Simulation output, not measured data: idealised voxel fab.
Process module name: voxel capacitor over wiring
Section cut is 155 nm wide and gridded with 5 nm square cells.
Cross-section format: a grid of square cells, given as bands from top to bottom; each band is one or more rows of cells. Heads up on the band format: heights come first, top then bottom, in nm. After that it's the materials left to right, each with its width in nm. A single material flagged "all across" fills the whole band edge to edge, and "empty" means there's empty space there. All heights in this document are referenced to 0, defined as the level beneath which the wafer, as received, consists entirely of one material. The lowest band is not bounded below; it extends indefinitely downward and is written in the form "0 and below". The two numbers in a width such as "30->40" mark its ends across the band: the first belongs to the top row of cells, the second to the bottom row, and from each row to the next the width moves by the same amount. No cell of the cross-section changed in a step that is given as "no change". Closed-off voids of 8+ cells (no open route to the top) go in "Sealed-off cavities", written width x height at distance from the left edge, in nm. after a step's settings: what the simulator itself notes on the step. You can add "overlay nm" to a step's line. For a step with a mask, it describes how far the mask lay to the right of its planned position, and a negative number describes a lay to the left.
[So here's the lineup of process steps we planned]
1) RECEIVE [material Si]
2) CONFORMAL_DEP [material SiO2] [thk nm 15]
3) CONFORMAL_DEP [material SiN] [thk nm 5]
4) DIRECTIONAL_DEP [material SiO2] [thk nm 25]
5) PATTERN [tone open] [mask id METAL_1] [material resist] [width nm 25] [pitch nm 80] [thk nm 15] [overlay nm 0]
6) DIRECTIONAL_ETCH [etch materials SiO2] [depth nm 25]
7) DIRECTIONAL_ETCH [etch materials SiN] [depth nm 5]
8) STRIP [etch materials resist]
9) CONFORMAL_DEP [material TiN] [thk nm 5]
10) FILL_DEP [material Cu] [thk nm 10]
11) CMP [height nm 45]
12) CONFORMAL_DEP [material SiCN] [thk nm 5]
13) DIRECTIONAL_DEP [material lowk] [thk nm 20]
14) DIRECTIONAL_DEP [material aC] [thk nm 10]
15) PATTERN [tone open] [mask id PLUG_1] [material resist] [width nm 15] [thk nm 30] [overlay nm 0]
16) DIRECTIONAL_ETCH [etch materials aC] [depth nm 10]
17) STRIP [etch materials resist]
18) DIRECTIONAL_ETCH [etch materials lowk] [depth nm 20]
19) DIRECTIONAL_ETCH [etch materials SiCN] [depth nm 5]
20) STRIP [etch materials aC]
21) EPI [material Ru] [thk nm 10]
22) EPI [material Ru] [thk nm 10]
23) EPI [material Ru] [thk nm 5]
24) DIRECTIONAL_DEP [material TiN] [thk nm 5]
25) DIRECTIONAL_DEP [material SiN] [thk nm 5]
26) DIRECTIONAL_DEP [material TiN] [thk nm 10]
27) MASKED_ETCH [tone cover] [mask id UPPER_PLATE] [width nm 60] [etch materials TiN] [depth nm 10] [overlay nm 0]
28) MASKED_ETCH [tone cover] [mask id UPPER_PLATE] [width nm 60] [etch materials SiN] [depth nm 5] [overlay nm 0]
29) MASKED_ETCH [tone cover] [mask id LOWER_PLATE] [width nm 70] [etch materials TiN] [depth nm 5] [overlay nm 0]
30) FILL_DEP [material SiO2] [thk nm 20]
31) CMP [height nm 105]
32) MASKED_ETCH [tone open] [mask id PLUG_2] [width nm 15] [etch materials SiO2] [depth nm 15] [overlay nm 0]
33) CONFORMAL_DEP [material TiN] [thk nm 5]
34) FILL_DEP [material W] [thk nm 5]
35) CMP [height nm 105]
36) CONFORMAL_DEP [material SiN] [thk nm 5]
[Cross-sectional view of the wafer in its as-received condition, corresponding to the state after step 1]
> 0 and below | Si all across
> Sealed-off cavities: none
[End state of the module in cross-section, given the above starting point and plan and one mistake in execution]
> 110 down to 105 | SiN all across
> 105 down to 100 | W all across
> 100 down to 95 | 50 TiN | 5 W | 100 TiN
> 95 down to 90 | 45 SiO2 | 15 TiN | 95 SiO2
> 90 down to 80 | 35 SiO2 | 60 TiN | 60 SiO2
> 80 down to 75 | 35 SiO2 | 60 SiN | 60 SiO2
> 75 down to 70 | 30 SiO2 | 70 TiN | 55 SiO2
> 70 down to 50 | 35 lowk | 15 Ru | 105 lowk
> 50 down to 45 | 35 SiCN | 15 Ru | 105 SiCN
> 45 down to 20 | 25 SiO2 | 5 TiN | 15 Cu | 5 TiN | 55 SiO2 | 5 TiN | 15 Cu | 5 TiN | 25 SiO2
> 20 down to 15 | 25 SiN | 25 TiN | 55 SiN | 25 TiN | 25 SiN
> 15 down to 0 | SiO2 all across
> 0 and below | Si all across
> Sealed-off cavities: none
Run error: note that step 31 departed from the planned setting and was carried out as CMP [height nm 95]
